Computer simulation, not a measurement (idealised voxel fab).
The following process module bears the name voxel air gaps.
Cross-section cut spans 265 nm and uses square cells 5 nm in size.
Reading order for cross-sections: top band down to bottom band. Underlying form: a grid of square cells. Band size: one or more rows of cells. It is stipulated that each band's entry specify, in nanometres, the height of the top of the band and then that of its bottom, followed by the materials of the band in left-to-right sequence, each together with its width in nanometres. A single material marked by the word "full width" is understood to fill the band from edge to edge; the word "empty" is understood to denote empty space. It should be noted that heights are counted from 0, beneath which the wafer as supplied is of one material throughout, and that the lowest band possesses no lower boundary but continues downward, as written in "0 down". The width entry "30..40" should be interpreted row by row: the top row of cells in the band takes the first number, the bottom row takes the second number, and the change between adjacent rows is uniform throughout. Take "nothing altered" at face value: in the step it is given for, the cross-section changed in none of its cells. Entry "Sealed voids" = empty spaces >= 8 cells with no open way to the top; each as width x height at distance, distance from left edge, all nm. The remark found on a step's line after its settings is issued by the simulator itself and pertains to that step. Steps that use a mask can have "overlay nm" on their line. It says how far the mask sat to the right of where it was meant to be. Negative means to the left.
[The process steps that were planned are listed below]
1. RECEIVE [material Si]
2. CONFORMAL_DEP [material SiO2] [thk nm 10]
3. CONFORMAL_DEP [material SiN] [thk nm 5]
4. DIRECTIONAL_DEP [material lowk] [thk nm 30]
5. PATTERN [tone open] [mask id LINES] [material resist] [width nm 25] [pitch nm 50] [thk nm 15] [overlay nm 0]
6. DIRECTIONAL_ETCH [etch materials lowk] [depth nm 30]
7. STRIP [etch materials resist]
8. CONFORMAL_DEP [material TiN] [thk nm 5]
9. FILL_DEP [material Ru] [thk nm 10]
10. CMP [height nm 45]
11. EPI [material Ru] [thk nm 10]
12. SELECTIVE_ETCH [etch materials lowk] [depth nm 40]
13. CONFORMAL_DEP [material SiCN] [thk nm 5]
[Account of the first of two wafers, which was processed as intended]
[Cross-sectional view of the wafer in its as-received condition, corresponding to the state after step 1]
	0 down: Si full width
	Sealed voids: none
[How the wafer stands in section after step 2]
	10 to 0: SiO2 full width
	Rest of section, below 0: as before.
[How the wafer stands in section after step 3]
	15 to 10: SiN full width
	Rest of section, below 10: as before.
[How the wafer stands in section after step 4]
	45 to 15: lowk full width
	Rest of section, below 15: as before.
[How the wafer stands in section after step 5]
	60 to 45: resist 45 nm, then empty 25 nm, then resist 25 nm, then empty 25 nm, then resist 25 nm, then empty 25 nm, then resist 25 nm, then empty 25 nm, then resist 45 nm
	Rest of section, below 45: as before.
[How the wafer stands in section after step 6]
	60 to 45: resist 45 nm, then empty 25 nm, then resist 25 nm, then empty 25 nm, then resist 25 nm, then empty 25 nm, then resist 25 nm, then empty 25 nm, then resist 45 nm
	45 to 15: lowk 45 nm, then empty 25 nm, then lowk 25 nm, then empty 25 nm, then lowk 25 nm, then empty 25 nm, then lowk 25 nm, then empty 25 nm, then lowk 45 nm
	Rest of section, below 15: as before.
[How the wafer stands in section after step 7]
	45 to 15: lowk 45 nm, then empty 25 nm, then lowk 25 nm, then empty 25 nm, then lowk 25 nm, then empty 25 nm, then lowk 25 nm, then empty 25 nm, then lowk 45 nm
	Rest of section, below 15: as before.
[How the wafer stands in section after step 8]
	50 to 45: TiN 50 nm, then empty 15 nm, then TiN 35 nm, then empty 15 nm, then TiN 35 nm, then empty 15 nm, then TiN 35 nm, then empty 15 nm, then TiN 50 nm
	45 to 20: lowk 45 nm, then TiN 5 nm, then empty 15 nm, then TiN 5 nm, then lowk 25 nm, then TiN 5 nm, then empty 15 nm, then TiN 5 nm, then lowk 25 nm, then TiN 5 nm, then empty 15 nm, then TiN 5 nm, then lowk 25 nm, then TiN 5 nm, then empty 15 nm, then TiN 5 nm, then lowk 45 nm
	20 to 15: lowk 45 nm, then TiN 25 nm, then lowk 25 nm, then TiN 25 nm, then lowk 25 nm, then TiN 25 nm, then lowk 25 nm, then TiN 25 nm, then lowk 45 nm
	Rest of section, below 15: as before.
[How the wafer stands in section after step 9]
	60 to 50: Ru full width
	50 to 45: TiN 50 nm, then Ru 15 nm, then TiN 35 nm, then Ru 15 nm, then TiN 35 nm, then Ru 15 nm, then TiN 35 nm, then Ru 15 nm, then TiN 50 nm
	45 to 20: lowk 45 nm, then TiN 5 nm, then Ru 15 nm, then TiN 5 nm, then lowk 25 nm, then TiN 5 nm, then Ru 15 nm, then TiN 5 nm, then lowk 25 nm, then TiN 5 nm, then Ru 15 nm, then TiN 5 nm, then lowk 25 nm, then TiN 5 nm, then Ru 15 nm, then TiN 5 nm, then lowk 45 nm
	Rest of section, below 20: as before.
[How the wafer stands in section after step 10]
	45 to 20: lowk 45 nm, then TiN 5 nm, then Ru 15 nm, then TiN 5 nm, then lowk 25 nm, then TiN 5 nm, then Ru 15 nm, then TiN 5 nm, then lowk 25 nm, then TiN 5 nm, then Ru 15 nm, then TiN 5 nm, then lowk 25 nm, then TiN 5 nm, then Ru 15 nm, then TiN 5 nm, then lowk 45 nm
	Rest of section, below 20: as before.
[How the wafer stands in section after step 11]
	55 to 45: empty 35 nm, then Ru 45 nm, then empty 5 nm, then Ru 45 nm, then empty 5 nm, then Ru 45 nm, then empty 5 nm, then Ru 45 nm, then empty 35 nm
	Rest of section, below 45: as before.
[How the wafer stands in section after step 12]
	55 to 45: empty 35 nm, then Ru 45 nm, then empty 5 nm, then Ru 45 nm, then empty 5 nm, then Ru 45 nm, then empty 5 nm, then Ru 45 nm, then empty 35 nm
	45 to 20: empty 45 nm, then TiN 5 nm, then Ru 15 nm, then TiN 5 nm, then empty 25 nm, then TiN 5 nm, then Ru 15 nm, then TiN 5 nm, then empty 25 nm, then TiN 5 nm, then Ru 15 nm, then TiN 5 nm, then empty 25 nm, then TiN 5 nm, then Ru 15 nm, then TiN 5 nm, then empty 45 nm
	20 to 15: empty 45 nm, then TiN 25 nm, then empty 25 nm, then TiN 25 nm, then empty 25 nm, then TiN 25 nm, then empty 25 nm, then TiN 25 nm, then empty 45 nm
	Rest of section, below 15: as before.
[How the wafer stands in section after step 13]
	60 to 55: empty 30 nm, then SiCN 205 nm, then empty 30 nm
	55 to 45: empty 30 nm, then SiCN 5 nm, then Ru 45 nm, then SiCN 5 nm, then Ru 45 nm, then SiCN 5 nm, then Ru 45 nm, then SiCN 5 nm, then Ru 45 nm, then SiCN 5 nm, then empty 30 nm
	45 to 40: empty 30 nm, then SiCN 15 nm, then TiN 5 nm, then Ru 15 nm, then TiN 5 nm, then SiCN 25 nm, then TiN 5 nm, then Ru 15 nm, then TiN 5 nm, then SiCN 25 nm, then TiN 5 nm, then Ru 15 nm, then TiN 5 nm, then SiCN 25 nm, then TiN 5 nm, then Ru 15 nm, then TiN 5 nm, then SiCN 15 nm, then empty 30 nm
	40 to 20: empty 40 nm, then SiCN 5 nm, then TiN 5 nm, then Ru 15 nm, then TiN 5 nm, then SiCN 5 nm, then empty 15 nm, then SiCN 5 nm, then TiN 5 nm, then Ru 15 nm, then TiN 5 nm, then SiCN 5 nm, then empty 15 nm, then SiCN 5 nm, then TiN 5 nm, then Ru 15 nm, then TiN 5 nm, then SiCN 5 nm, then empty 15 nm, then SiCN 5 nm, then TiN 5 nm, then Ru 15 nm, then TiN 5 nm, then SiCN 5 nm, then empty 40 nm
	20 to 15: SiCN 45 nm, then TiN 25 nm, then SiCN 25 nm, then TiN 25 nm, then SiCN 25 nm, then TiN 25 nm, then SiCN 25 nm, then TiN 25 nm, then SiCN 45 nm
	Rest of section, below 15: as before.
	Sealed voids: 15 x 20 at 75; 15 x 20 at 125; 15 x 20 at 175
[Wafer two of two - same starting point, same process plan, one mistake in execution; matches wafer one up to and including step 10]
[Second wafer, sectioned view, at step 11's planned end time]
	65 to 45: empty 25 nm, then Ru 215 nm, then empty 25 nm
	Rest of section, below 45: as before.
[Second wafer, sectioned view, at step 12's planned end time]
	65 to 45: empty 25 nm, then Ru 215 nm, then empty 25 nm
	45 to 20: empty 45 nm, then TiN 5 nm, then Ru 15 nm, then TiN 5 nm, then lowk 25 nm, then TiN 5 nm, then Ru 15 nm, then TiN 5 nm, then lowk 25 nm, then TiN 5 nm, then Ru 15 nm, then TiN 5 nm, then lowk 25 nm, then TiN 5 nm, then Ru 15 nm, then TiN 5 nm, then empty 45 nm
	20 to 15: empty 45 nm, then TiN 25 nm, then lowk 25 nm, then TiN 25 nm, then lowk 25 nm, then TiN 25 nm, then lowk 25 nm, then TiN 25 nm, then empty 45 nm
	Rest of section, below 15: as before.
[Second wafer, sectioned view, at step 13's planned end time]
	70 to 65: empty 20 nm, then SiCN 225 nm, then empty 20 nm
	65 to 45: empty 20 nm, then SiCN 5 nm, then Ru 215 nm, then SiCN 5 nm, then empty 20 nm
	45 to 40: empty 20 nm, then SiCN 25 nm, then TiN 5 nm, then Ru 15 nm, then TiN 5 nm, then lowk 25 nm, then TiN 5 nm, then Ru 15 nm, then TiN 5 nm, then lowk 25 nm, then TiN 5 nm, then Ru 15 nm, then TiN 5 nm, then lowk 25 nm, then TiN 5 nm, then Ru 15 nm, then TiN 5 nm, then SiCN 25 nm, then empty 20 nm
	40 to 20: empty 40 nm, then SiCN 5 nm, then TiN 5 nm, then Ru 15 nm, then TiN 5 nm, then lowk 25 nm, then TiN 5 nm, then Ru 15 nm, then TiN 5 nm, then lowk 25 nm, then TiN 5 nm, then Ru 15 nm, then TiN 5 nm, then lowk 25 nm, then TiN 5 nm, then Ru 15 nm, then TiN 5 nm, then SiCN 5 nm, then empty 40 nm
	20 to 15: SiCN 45 nm, then TiN 25 nm, then lowk 25 nm, then TiN 25 nm, then lowk 25 nm, then TiN 25 nm, then lowk 25 nm, then TiN 25 nm, then SiCN 45 nm
	Rest of section, below 15: as before.
What was done differently from what was planned? heads up, step 11 of the plan got done twice
Final tally in cells, some materials are higher or lower on the second wafer than on the first: +100 Ru | -48 SiCN | +90 lowk
Heads up: the first wafer ends with 3 closed voids, the second with 0.
